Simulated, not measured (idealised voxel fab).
process module | voxel self aligned vias
cross-section cut | 270 nm wide | cells 5 nm
A cross-section is a grid of square cells, given in bands from the top down. A band is one or more rows of cells.
Each band's line starts with the height of the band's top and of its bottom, in nm. Then come its materials from left to right, each with its width in nm. One material with "throughout" fills the band from edge to edge. "air" is empty space.
Height 0 is the level under which the wafer as received is all one material. The lowest band goes on downwards, as in "0 down".
A width such as "30 to 40" changes by the same amount from each row of cells to the next, from the band's top row to its bottom row.
"no change" after a step means that no cell of the cross-section changed.
closed voids: empty space of 8 cells or more with no open way to the top, each as width x height at its distance from the left edge, in nm
after a step's settings: what the simulator itself notes on the step
overlay nm, on a step with a mask: how far to the right of its planned place the mask lay; to the left if negative
plan
1 op RECEIVE | material Si
2 op CONFORMAL_DEP | material SiO2 | thk nm 10
3 op CONFORMAL_DEP | material SiCN | thk nm 5
4 op DIRECTIONAL_DEP | material SiO2 | thk nm 20
5 op MASKED_ETCH | tone open | mask id LINES | width nm 30 | pitch nm 60 | etch materials SiO2 | depth nm 20 | overlay nm 0
6 op CONFORMAL_DEP | material TiN | thk nm 5
7 op FILL_DEP | material Ru | thk nm 10
8 op CMP | height nm 35
9 op SELECTIVE_ETCH | etch materials W Ru TiN | depth nm 10
10 op FILL_DEP | material SiN | thk nm 10
11 op CMP | height nm 35
12 op DIRECTIONAL_DEP | material SiO2 | thk nm 15
13 op MASKED_ETCH | tone open | mask id VIAS | width nm 40 | etch materials SiO2 | depth nm 15 | overlay nm 0
14 op MASKED_ETCH | tone open | mask id VIAS | width nm 40 | etch materials SiN | depth nm 10 | overlay nm 0
15 op CONFORMAL_DEP | material TiN | thk nm 5
16 op FILL_DEP | material Ru | thk nm 10
17 op CMP | height nm 50
18 op CONFORMAL_DEP | material SiN | thk nm 5
first wafer, as planned
as received, after step 1
  0 down: Si throughout
  closed voids: none
after step 2
  10 to 0: SiO2 throughout
  below 0: unchanged
after step 3
  15 to 10: SiCN throughout
  below 10: unchanged
after step 4
  35 to 15: SiO2 throughout
  below 15: unchanged
after step 5
  35 to 15: SiO2 90 | air 30 | SiO2 30 | air 30 | SiO2 90
  below 15: unchanged
after step 6
  40 to 35: TiN 95 | air 20 | TiN 40 | air 20 | TiN 95
  35 to 20: SiO2 90 | TiN 5 | air 20 | TiN 5 | SiO2 30 | TiN 5 | air 20 | TiN 5 | SiO2 90
  20 to 15: SiO2 90 | TiN 30 | SiO2 30 | TiN 30 | SiO2 90
  below 15: unchanged
after step 7
  50 to 40: Ru throughout
  40 to 35: TiN 95 | Ru 20 | TiN 40 | Ru 20 | TiN 95
  35 to 20: SiO2 90 | TiN 5 | Ru 20 | TiN 5 | SiO2 30 | TiN 5 | Ru 20 | TiN 5 | SiO2 90
  below 20: unchanged
after step 8
  35 to 20: SiO2 90 | TiN 5 | Ru 20 | TiN 5 | SiO2 30 | TiN 5 | Ru 20 | TiN 5 | SiO2 90
  below 20: unchanged
after step 9
  35 to 25: SiO2 90 | air 30 | SiO2 30 | air 30 | SiO2 90
  below 25: unchanged
after step 10
  45 to 35: SiN throughout
  35 to 25: SiO2 90 | SiN 30 | SiO2 30 | SiN 30 | SiO2 90
  below 25: unchanged
after step 11
  35 to 25: SiO2 90 | SiN 30 | SiO2 30 | SiN 30 | SiO2 90
  below 25: unchanged
after step 12
  50 to 35: SiO2 throughout
  below 35: unchanged
after step 13
  50 to 35: SiO2 85 | air 40 | SiO2 145
  below 35: unchanged
after step 14
  50 to 35: SiO2 85 | air 40 | SiO2 145
  35 to 25: SiO2 90 | air 30 | SiO2 30 | SiN 30 | SiO2 90
  below 25: unchanged
after step 15
  55 to 50: TiN 90 | air 30 | TiN 150
  50 to 40: SiO2 85 | TiN 5 | air 30 | TiN 5 | SiO2 145
  40 to 35: SiO2 85 | TiN 10 | air 20 | TiN 10 | SiO2 145
  35 to 30: SiO2 90 | TiN 5 | air 20 | TiN 5 | SiO2 30 | SiN 30 | SiO2 90
  30 to 25: SiO2 90 | TiN 30 | SiO2 30 | SiN 30 | SiO2 90
  below 25: unchanged
after step 16
  65 to 55: Ru throughout
  55 to 50: TiN 90 | Ru 30 | TiN 150
  50 to 40: SiO2 85 | TiN 5 | Ru 30 | TiN 5 | SiO2 145
  40 to 35: SiO2 85 | TiN 10 | Ru 20 | TiN 10 | SiO2 145
  35 to 30: SiO2 90 | TiN 5 | Ru 20 | TiN 5 | SiO2 30 | SiN 30 | SiO2 90
  below 30: unchanged
after step 17
  50 to 40: SiO2 85 | TiN 5 | Ru 30 | TiN 5 | SiO2 145
  below 40: unchanged
after step 18
  55 to 50: SiN throughout
  below 50: unchanged
second wafer: like start, like plan, one mistake. Through step 12 it matches the first wafer
when step 13 should have ended
  50 to 35: SiO2 85 | air 40 | SiO2 145
  35 to 25: SiO2 85 | air 5 | SiN 30 | air 5 | SiO2 25 | SiN 30 | SiO2 90
  25 to 20: SiO2 85 | air 5 | TiN 5 | Ru 20 | TiN 5 | air 5 | SiO2 25 | TiN 5 | Ru 20 | TiN 5 | SiO2 90
  below 20: unchanged
when step 14 should have ended
  50 to 35: SiO2 85 | air 40 | SiO2 145
  35 to 25: SiO2 85 | air 40 | SiO2 25 | SiN 30 | SiO2 90
  below 25: unchanged
when step 15 should have ended
  55 to 50: TiN 90 | air 30 | TiN 150
  50 to 35: SiO2 85 | TiN 5 | air 30 | TiN 5 | SiO2 145
  35 to 30: SiO2 85 | TiN 5 | air 30 | TiN 5 | SiO2 25 | SiN 30 | SiO2 90
  30 to 25: SiO2 85 | TiN 40 | SiO2 25 | SiN 30 | SiO2 90
  25 to 20: SiO2 85 | TiN 10 | Ru 20 | TiN 10 | SiO2 25 | TiN 5 | Ru 20 | TiN 5 | SiO2 90
  below 20: unchanged
when step 16 should have ended
  65 to 55: Ru throughout
  55 to 50: TiN 90 | Ru 30 | TiN 150
  50 to 35: SiO2 85 | TiN 5 | Ru 30 | TiN 5 | SiO2 145
  35 to 30: SiO2 85 | TiN 5 | Ru 30 | TiN 5 | SiO2 25 | SiN 30 | SiO2 90
  below 30: unchanged
when step 17 should have ended
  50 to 35: SiO2 85 | TiN 5 | Ru 30 | TiN 5 | SiO2 145
  below 35: unchanged
when step 18 should have ended
  55 to 50: SiN throughout
  below 50: unchanged
what went wrong: step 13 was run twice
at the end the second wafer has, in cells: 4 more of Ru | 6 fewer of SiO2 | 2 more of TiN
